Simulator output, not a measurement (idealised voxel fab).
process module | voxel wiring stack
cross-section cut | 180 nm wide | cells 5 nm
A cross-section is a grid of square cells, given in bands from the top down. A band is one or more rows of cells.
Each band's line starts with the height of the band's top and of its bottom, in nm. Then come its materials from left to right, each with its width in nm. One material with "throughout" fills the band from edge to edge. "air" is empty space.
Height 0 is the level under which the wafer as received is all one material. The lowest band goes on downwards, as in "0 down".
A width such as "30 to 40" changes by the same amount from each row of cells to the next, from the band's top row to its bottom row.
"no change" after a step means that no cell of the cross-section changed.
closed voids: empty space of 8 cells or more with no open way to the top, each as width x height at its distance from the left edge, in nm
after a step's settings: what the simulator itself notes on the step
overlay nm, on a step with a mask: how far to the right of its planned place the mask lay; to the left if negative
plan
1 op RECEIVE | material Si
2 op CONFORMAL_DEP | material SiO2 | thk nm 10
3 op DIRECTIONAL_DEP | material TiN | thk nm 5
4 op DIRECTIONAL_DEP | material Ru | thk nm 15
5 op MASKED_ETCH | tone cover | mask id METAL_1 | width nm 30 | pitch nm 50 | etch materials Ru | depth nm 15 | overlay nm 0
6 op MASKED_ETCH | tone cover | mask id METAL_1 | width nm 30 | pitch nm 50 | etch materials TiN | depth nm 5 | overlay nm 0
7 op CONFORMAL_DEP | material SiCN | thk nm 5
8 op FILL_DEP | material SiO2 | thk nm 10
9 op CMP | height nm 30
10 op CONFORMAL_DEP | material SiCN | thk nm 5
11 op DIRECTIONAL_DEP | material SiO2 | thk nm 30
12 op MASKED_ETCH | tone open | mask id METAL_2_HOLES | width nm 15 | pitch nm 50 | etch materials SiO2 | depth nm 30 | overlay nm 0
13 op PATTERN | tone open | mask id METAL_2 | material resist | width nm 30 | pitch nm 50 | thk nm 20 | overlay nm 0
14 op DIRECTIONAL_ETCH | etch materials SiO2 | depth nm 20
15 op DIRECTIONAL_ETCH | etch materials SiCN | depth nm 5
16 op STRIP | etch materials resist
17 op CONFORMAL_DEP | material TiN | thk nm 5
18 op FILL_DEP | material Ru | thk nm 5
19 op CMP | height nm 65
20 op CONFORMAL_DEP | material SiCN | thk nm 5
21 op DIRECTIONAL_DEP | material SiO2 | thk nm 25
22 op PATTERN | tone open | mask id METAL_3 | material resist | width nm 30 | pitch nm 50 | thk nm 20 | overlay nm 0
23 op DIRECTIONAL_ETCH | etch materials SiO2 | depth nm 15
24 op STRIP | etch materials resist
25 op MASKED_ETCH | tone open | mask id METAL_3_HOLES | width nm 15 | etch materials SiO2 | depth nm 10 | overlay nm 0
26 op MASKED_ETCH | tone open | mask id METAL_3_HOLES | width nm 15 | etch materials SiCN | depth nm 5 | overlay nm 0
27 op CONFORMAL_DEP | material TiN | thk nm 5
28 op FILL_DEP | material Ru | thk nm 10
29 op CMP | height nm 95
30 op CONFORMAL_DEP | material SiCN | thk nm 5
31 op DIRECTIONAL_DEP | material lowk | thk nm 35
32 op MASKED_ETCH | tone open | mask id METAL_4 | width nm 30 | pitch nm 50 | etch materials lowk | depth nm 20 | overlay nm 0
33 op MASKED_ETCH | tone open | mask id METAL_4_HOLES | width nm 15 | pitch nm 50 | etch materials lowk | depth nm 15 | overlay nm 0
34 op MASKED_ETCH | tone open | mask id METAL_4_HOLES | width nm 15 | pitch nm 50 | etch materials SiCN | depth nm 5 | overlay nm 0
35 op CONFORMAL_DEP | material TiN | thk nm 5
36 op FILL_DEP | material Ru | thk nm 5
37 op CMP | height nm 135
38 op CONFORMAL_DEP | material SiCN | thk nm 5
first wafer, as planned
as received, after step 1
  0 down: Si throughout
  closed voids: none
after step 2
  10 to 0: SiO2 throughout
  below 0: unchanged
after step 3
  15 to 10: TiN throughout
  below 10: unchanged
after step 4
  30 to 15: Ru throughout
  below 15: unchanged
after step 5
  30 to 15: air 50 | Ru 30 | air 20 | Ru 30 | air 50
  below 15: unchanged
after step 6
  30 to 15: air 50 | Ru 30 | air 20 | Ru 30 | air 50
  15 to 10: air 50 | TiN 30 | air 20 | TiN 30 | air 50
  below 10: unchanged
after step 7
  35 to 30: air 45 | SiCN 40 | air 10 | SiCN 40 | air 45
  30 to 15: air 45 | SiCN 5 | Ru 30 | SiCN 5 | air 10 | SiCN 5 | Ru 30 | SiCN 5 | air 45
  15 to 10: SiCN 50 | TiN 30 | SiCN 20 | TiN 30 | SiCN 50
  below 10: unchanged
after step 8
  45 to 35: SiO2 throughout
  35 to 30: SiO2 45 | SiCN 40 | SiO2 10 | SiCN 40 | SiO2 45
  30 to 15: SiO2 45 | SiCN 5 | Ru 30 | SiCN 5 | SiO2 10 | SiCN 5 | Ru 30 | SiCN 5 | SiO2 45
  below 15: unchanged
after step 9
  30 to 15: SiO2 45 | SiCN 5 | Ru 30 | SiCN 5 | SiO2 10 | SiCN 5 | Ru 30 | SiCN 5 | SiO2 45
  below 15: unchanged
after step 10
  35 to 30: SiCN throughout
  below 30: unchanged
after step 11
  65 to 35: SiO2 throughout
  below 35: unchanged
after step 12
  65 to 35: SiO2 50 | air 15 | SiO2 35 | air 15 | SiO2 65
  below 35: unchanged
after step 13
  85 to 65: resist 50 | air 30 | resist 20 | air 30 | resist 50
  below 65: unchanged
after step 14
  85 to 65: resist 50 | air 30 | resist 20 | air 30 | resist 50
  65 to 45: SiO2 50 | air 30 | SiO2 20 | air 30 | SiO2 50
  below 45: unchanged
after step 15
  85 to 65: resist 50 | air 30 | resist 20 | air 30 | resist 50
  65 to 45: SiO2 50 | air 30 | SiO2 20 | air 30 | SiO2 50
  45 to 35: SiO2 50 | air 15 | SiO2 35 | air 15 | SiO2 65
  35 to 30: SiCN 50 | air 15 | SiCN 35 | air 15 | SiCN 65
  below 30: unchanged
after step 16
  65 to 45: SiO2 50 | air 30 | SiO2 20 | air 30 | SiO2 50
  below 45: unchanged
after step 17
  70 to 65: TiN 55 | air 20 | TiN 30 | air 20 | TiN 55
  65 to 50: SiO2 50 | TiN 5 | air 20 | TiN 5 | SiO2 20 | TiN 5 | air 20 | TiN 5 | SiO2 50
  50 to 45: SiO2 50 | TiN 5 | air 5 | TiN 20 | SiO2 20 | TiN 5 | air 5 | TiN 20 | SiO2 50
  45 to 35: SiO2 50 | TiN 5 | air 5 | TiN 5 | SiO2 35 | TiN 5 | air 5 | TiN 5 | SiO2 65
  35 to 30: SiCN 50 | TiN 15 | SiCN 35 | TiN 15 | SiCN 65
  below 30: unchanged
after step 18
  75 to 70: Ru throughout
  70 to 65: TiN 55 | Ru 20 | TiN 30 | Ru 20 | TiN 55
  65 to 50: SiO2 50 | TiN 5 | Ru 20 | TiN 5 | SiO2 20 | TiN 5 | Ru 20 | TiN 5 | SiO2 50
  50 to 45: SiO2 50 | TiN 5 | Ru 5 | TiN 20 | SiO2 20 | TiN 5 | Ru 5 | TiN 20 | SiO2 50
  45 to 35: SiO2 50 | TiN 5 | Ru 5 | TiN 5 | SiO2 35 | TiN 5 | Ru 5 | TiN 5 | SiO2 65
  below 35: unchanged
after step 19
  65 to 50: SiO2 50 | TiN 5 | Ru 20 | TiN 5 | SiO2 20 | TiN 5 | Ru 20 | TiN 5 | SiO2 50
  below 50: unchanged
after step 20
  70 to 65: SiCN throughout
  below 65: unchanged
after step 21
  95 to 70: SiO2 throughout
  below 70: unchanged
after step 22
  115 to 95: resist 50 | air 30 | resist 20 | air 30 | resist 50
  below 95: unchanged
after step 23
  115 to 95: resist 50 | air 30 | resist 20 | air 30 | resist 50
  95 to 80: SiO2 50 | air 30 | SiO2 20 | air 30 | SiO2 50
  below 80: unchanged
after step 24
  95 to 80: SiO2 50 | air 30 | SiO2 20 | air 30 | SiO2 50
  below 80: unchanged
after step 25
  95 to 80: SiO2 50 | air 30 | SiO2 20 | air 30 | SiO2 50
  80 to 70: SiO2 50 | air 15 | SiO2 115
  below 70: unchanged
after step 26
  95 to 80: SiO2 50 | air 30 | SiO2 20 | air 30 | SiO2 50
  80 to 70: SiO2 50 | air 15 | SiO2 115
  70 to 65: SiCN 50 | air 15 | SiCN 115
  below 65: unchanged
after step 27
  100 to 95: TiN 55 | air 20 | TiN 30 | air 20 | TiN 55
  95 to 85: SiO2 50 | TiN 5 | air 20 | TiN 5 | SiO2 20 | TiN 5 | air 20 | TiN 5 | SiO2 50
  85 to 80: SiO2 50 | TiN 5 | air 5 | TiN 20 | SiO2 20 | TiN 30 | SiO2 50
  80 to 70: SiO2 50 | TiN 5 | air 5 | TiN 5 | SiO2 115
  70 to 65: SiCN 50 | TiN 15 | SiCN 115
  below 65: unchanged
after step 28
  110 to 100: Ru throughout
  100 to 95: TiN 55 | Ru 20 | TiN 30 | Ru 20 | TiN 55
  95 to 85: SiO2 50 | TiN 5 | Ru 20 | TiN 5 | SiO2 20 | TiN 5 | Ru 20 | TiN 5 | SiO2 50
  85 to 80: SiO2 50 | TiN 5 | Ru 5 | TiN 20 | SiO2 20 | TiN 30 | SiO2 50
  80 to 70: SiO2 50 | TiN 5 | Ru 5 | TiN 5 | SiO2 115
  below 70: unchanged
after step 29
  95 to 85: SiO2 50 | TiN 5 | Ru 20 | TiN 5 | SiO2 20 | TiN 5 | Ru 20 | TiN 5 | SiO2 50
  below 85: unchanged
after step 30
  100 to 95: SiCN throughout
  below 95: unchanged
after step 31
  135 to 100: lowk throughout
  below 100: unchanged
after step 32
  135 to 115: lowk 50 | air 30 | lowk 20 | air 30 | lowk 50
  below 115: unchanged
after step 33
  135 to 115: lowk 50 | air 30 | lowk 20 | air 30 | lowk 50
  115 to 100: lowk 50 | air 15 | lowk 35 | air 15 | lowk 65
  below 100: unchanged
after step 34
  135 to 115: lowk 50 | air 30 | lowk 20 | air 30 | lowk 50
  115 to 100: lowk 50 | air 15 | lowk 35 | air 15 | lowk 65
  100 to 95: SiCN 50 | air 15 | SiCN 35 | air 15 | SiCN 65
  below 95: unchanged
after step 35
  140 to 135: TiN 55 | air 20 | TiN 30 | air 20 | TiN 55
  135 to 120: lowk 50 | TiN 5 | air 20 | TiN 5 | lowk 20 | TiN 5 | air 20 | TiN 5 | lowk 50
  120 to 115: lowk 50 | TiN 5 | air 5 | TiN 20 | lowk 20 | TiN 5 | air 5 | TiN 20 | lowk 50
  115 to 100: lowk 50 | TiN 5 | air 5 | TiN 5 | lowk 35 | TiN 5 | air 5 | TiN 5 | lowk 65
  100 to 95: SiCN 50 | TiN 15 | SiCN 35 | TiN 15 | SiCN 65
  below 95: unchanged
after step 36
  145 to 140: Ru throughout
  140 to 135: TiN 55 | Ru 20 | TiN 30 | Ru 20 | TiN 55
  135 to 120: lowk 50 | TiN 5 | Ru 20 | TiN 5 | lowk 20 | TiN 5 | Ru 20 | TiN 5 | lowk 50
  120 to 115: lowk 50 | TiN 5 | Ru 5 | TiN 20 | lowk 20 | TiN 5 | Ru 5 | TiN 20 | lowk 50
  115 to 100: lowk 50 | TiN 5 | Ru 5 | TiN 5 | lowk 35 | TiN 5 | Ru 5 | TiN 5 | lowk 65
  below 100: unchanged
after step 37
  135 to 120: lowk 50 | TiN 5 | Ru 20 | TiN 5 | lowk 20 | TiN 5 | Ru 20 | TiN 5 | lowk 50
  below 120: unchanged
after step 38
  140 to 135: SiCN throughout
  below 135: unchanged
second wafer: like start, like plan, one mistake. Through step 19 it matches the first wafer
when step 20 should have ended
  90 to 65: SiO2 throughout
  below 65: unchanged
when step 21 should have ended
  95 to 90: SiCN throughout
  below 90: unchanged
when step 22 should have ended
  115 to 95: resist 50 | air 30 | resist 20 | air 30 | resist 50
  below 95: unchanged
when step 23 should have ended: no change
when step 24 should have ended
  95 to 90: SiCN throughout
  below 90: unchanged
when step 25 should have ended: no change
when step 26 should have ended
  95 to 90: SiCN 50 | air 15 | SiCN 115
  below 90: unchanged
when step 27 should have ended
  100 to 95: TiN 55 | air 5 | TiN 120
  95 to 90: SiCN 50 | TiN 15 | SiCN 115
  below 90: unchanged
when step 28 should have ended
  110 to 100: Ru throughout
  100 to 95: TiN 55 | Ru 5 | TiN 120
  below 95: unchanged
when step 29 should have ended
  95 to 90: SiCN 50 | TiN 15 | SiCN 115
  below 90: unchanged
when step 30 should have ended
  100 to 95: SiCN throughout
  below 95: unchanged
when step 31 should have ended
  135 to 100: lowk throughout
  below 100: unchanged
when step 32 should have ended
  135 to 115: lowk 50 | air 30 | lowk 20 | air 30 | lowk 50
  below 115: unchanged
when step 33 should have ended
  135 to 115: lowk 50 | air 30 | lowk 20 | air 30 | lowk 50
  115 to 100: lowk 50 | air 15 | lowk 35 | air 15 | lowk 65
  below 100: unchanged
when step 34 should have ended
  135 to 115: lowk 50 | air 30 | lowk 20 | air 30 | lowk 50
  115 to 100: lowk 50 | air 15 | lowk 35 | air 15 | lowk 65
  100 to 95: SiCN 50 | air 15 | SiCN 35 | air 15 | SiCN 65
  below 95: unchanged
when step 35 should have ended
  140 to 135: TiN 55 | air 20 | TiN 30 | air 20 | TiN 55
  135 to 120: lowk 50 | TiN 5 | air 20 | TiN 5 | lowk 20 | TiN 5 | air 20 | TiN 5 | lowk 50
  120 to 115: lowk 50 | TiN 5 | air 5 | TiN 20 | lowk 20 | TiN 5 | air 5 | TiN 20 | lowk 50
  115 to 100: lowk 50 | TiN 5 | air 5 | TiN 5 | lowk 35 | TiN 5 | air 5 | TiN 5 | lowk 65
  100 to 95: SiCN 50 | TiN 15 | SiCN 35 | TiN 15 | SiCN 65
  below 95: unchanged
when step 36 should have ended
  145 to 140: Ru throughout
  140 to 135: TiN 55 | Ru 20 | TiN 30 | Ru 20 | TiN 55
  135 to 120: lowk 50 | TiN 5 | Ru 20 | TiN 5 | lowk 20 | TiN 5 | Ru 20 | TiN 5 | lowk 50
  120 to 115: lowk 50 | TiN 5 | Ru 5 | TiN 20 | lowk 20 | TiN 5 | Ru 5 | TiN 20 | lowk 50
  115 to 100: lowk 50 | TiN 5 | Ru 5 | TiN 5 | lowk 35 | TiN 5 | Ru 5 | TiN 5 | lowk 65
  below 100: unchanged
when step 37 should have ended
  135 to 120: lowk 50 | TiN 5 | Ru 20 | TiN 5 | lowk 20 | TiN 5 | Ru 20 | TiN 5 | lowk 50
  below 120: unchanged
when step 38 should have ended
  140 to 135: SiCN throughout
  below 135: unchanged
what went wrong: steps 20 and 21 were swapped
at the end the second wafer has, in cells: 19 fewer of Ru | 42 more of SiO2 | 23 fewer of TiN
